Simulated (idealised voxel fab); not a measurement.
This is a process module. Its name is voxel air gaps.
Cross-sectional view cut (width: 175 nm; square cell size: 5 nm).
We lay out every cross-section as a grid of square cells and spell it out in bands from the top down, where one band means one or more rows of cells. Quick guide to a band line: top height, bottom height (nm) up front; then every material left to right with its width in nm. Only one material and it's marked "full width"? Then it fills the band edge to edge. And "empty" just means empty space. All heights in this document are referenced to 0, defined as the level beneath which the wafer, as received, consists entirely of one material. The lowest band is not bounded below; it extends indefinitely downward and is written in the form "0 and below". The width entry "30..40" should be interpreted row by row: the top row of cells in the band takes the first number, the bottom row takes the second number, and the change between adjacent rows is uniform throughout. "same as before" after a step means that no cell of the cross-section changed. Reported under the label "Completely sealed voids" are the empty spaces having no open way to the top and comprising 8 cells or more; the notation for each is width x height at distance, in which the distance is measured from the left edge and all three values are in nm. Post-settings text on a step line: simulator's own remark regarding the step. overlay nm: right-of-plan distance of the mask on a masked step; negative values mean left-of-plan.

Planned process steps
1 RECEIVE, material Si
2 CONFORMAL_DEP, material SiO2, thk nm 15
3 CONFORMAL_DEP, material SiCN, thk nm 5
4 DIRECTIONAL_DEP, material lowk, thk nm 35
5 DIRECTIONAL_DEP, material aC, thk nm 15
6 PATTERN, tone open, mask id LINES, material resist, width nm 20, pitch nm 50, thk nm 35, overlay nm 0
7 DIRECTIONAL_ETCH, etch materials aC, depth nm 15
8 STRIP, etch materials resist
9 DIRECTIONAL_ETCH, etch materials lowk, depth nm 35
10 STRIP, etch materials aC
11 CONFORMAL_DEP, material TiN, thk nm 5
12 FILL_DEP, material W, thk nm 10
13 CMP, height nm 45
14 EPI, material Ru, thk nm 10
15 SELECTIVE_ETCH, etch materials lowk, depth nm 45
16 CONFORMAL_DEP, material SiCN, thk nm 5
The wafers are alike at the start. At step 13, their height nm differs. The plan lists the first wafer's value.

This is how the first of several wafers looked in cross-section when it arrived, which is after step 1
- 0 and below | Si full width
- Completely sealed voids: none

Wafer cross-section (first of several) - module end, post step 16 (last step)
- 60 down to 55 | 10 nm empty, 150 nm SiCN, 15 nm empty
- 55 down to 45 | 10 nm empty, 5 nm SiCN, 40 nm Ru, 10 nm SiCN, 40 nm Ru, 10 nm SiCN, 40 nm Ru, 5 nm SiCN, 15 nm empty
- 45 down to 40 | 10 nm empty, 15 nm SiCN, 5 nm TiN, 10 nm W, 5 nm TiN, 30 nm SiCN, 5 nm TiN, 10 nm W, 5 nm TiN, 30 nm SiCN, 5 nm TiN, 10 nm W, 5 nm TiN, 15 nm SiCN, 15 nm empty
- 40 down to 25 | 20 nm empty, 5 nm SiCN, 5 nm TiN, 10 nm W, 5 nm TiN, 5 nm SiCN, 20 nm empty, 5 nm SiCN, 5 nm TiN, 10 nm W, 5 nm TiN, 5 nm SiCN, 20 nm empty, 5 nm SiCN, 5 nm TiN, 10 nm W, 5 nm TiN, 5 nm SiCN, 25 nm empty
- 25 down to 20 | 25 nm SiCN, 20 nm TiN, 30 nm SiCN, 20 nm TiN, 30 nm SiCN, 20 nm TiN, 30 nm SiCN
- 20 down to 15 | SiCN full width
- 15 down to 0 | SiO2 full width
- 0 and below | Si full width
- Completely sealed voids: 20 x 15 at 50; 20 x 15 at 100

Last-wafer cross-section at the end of the module
- 85 down to 80 | SiCN full width
- 80 down to 70 | Ru full width
- 70 down to 60 | W full width
- 60 down to 55 | 30 nm TiN, 10 nm W, 40 nm TiN, 10 nm W, 40 nm TiN, 10 nm W, 35 nm TiN
- 55 down to 25 | 25 nm lowk, 5 nm TiN, 10 nm W, 5 nm TiN, 30 nm lowk, 5 nm TiN, 10 nm W, 5 nm TiN, 30 nm lowk, 5 nm TiN, 10 nm W, 5 nm TiN, 30 nm lowk
- 25 down to 20 | 25 nm lowk, 20 nm TiN, 30 nm lowk, 20 nm TiN, 30 nm lowk, 20 nm TiN, 30 nm lowk
- 20 down to 15 | SiCN full width
- 15 down to 0 | SiO2 full width
- 0 and below | Si full width
- Completely sealed voids: none

Gained (+) or lost (-) cells of each material since receipt, then closed voids: one row per wafer, at the end of the module
height nm 45 | +48 Ru | +136 SiCN | +105 SiO2 | +36 TiN | +24 W | Completely sealed voids: 20 x 15 at 50; 20 x 15 at 100
height nm 50 | +48 Ru | +142 SiCN | +105 SiO2 | +42 TiN | +30 W | Completely sealed voids: 20 x 20 at 50; 20 x 20 at 100
height nm 55 | +48 Ru | +148 SiCN | +105 SiO2 | +48 TiN | +36 W | Completely sealed voids: 20 x 25 at 50; 20 x 25 at 100
height nm 60 | +70 Ru | +70 SiCN | +105 SiO2 | +77 TiN | +42 W | +161 lowk | Completely sealed voids: none
height nm 65 | +70 Ru | +70 SiCN | +105 SiO2 | +77 TiN | +77 W | +161 lowk | Completely sealed voids: none
height nm 70 | +70 Ru | +70 SiCN | +105 SiO2 | +77 TiN | +112 W | +161 lowk | Completely sealed voids: none
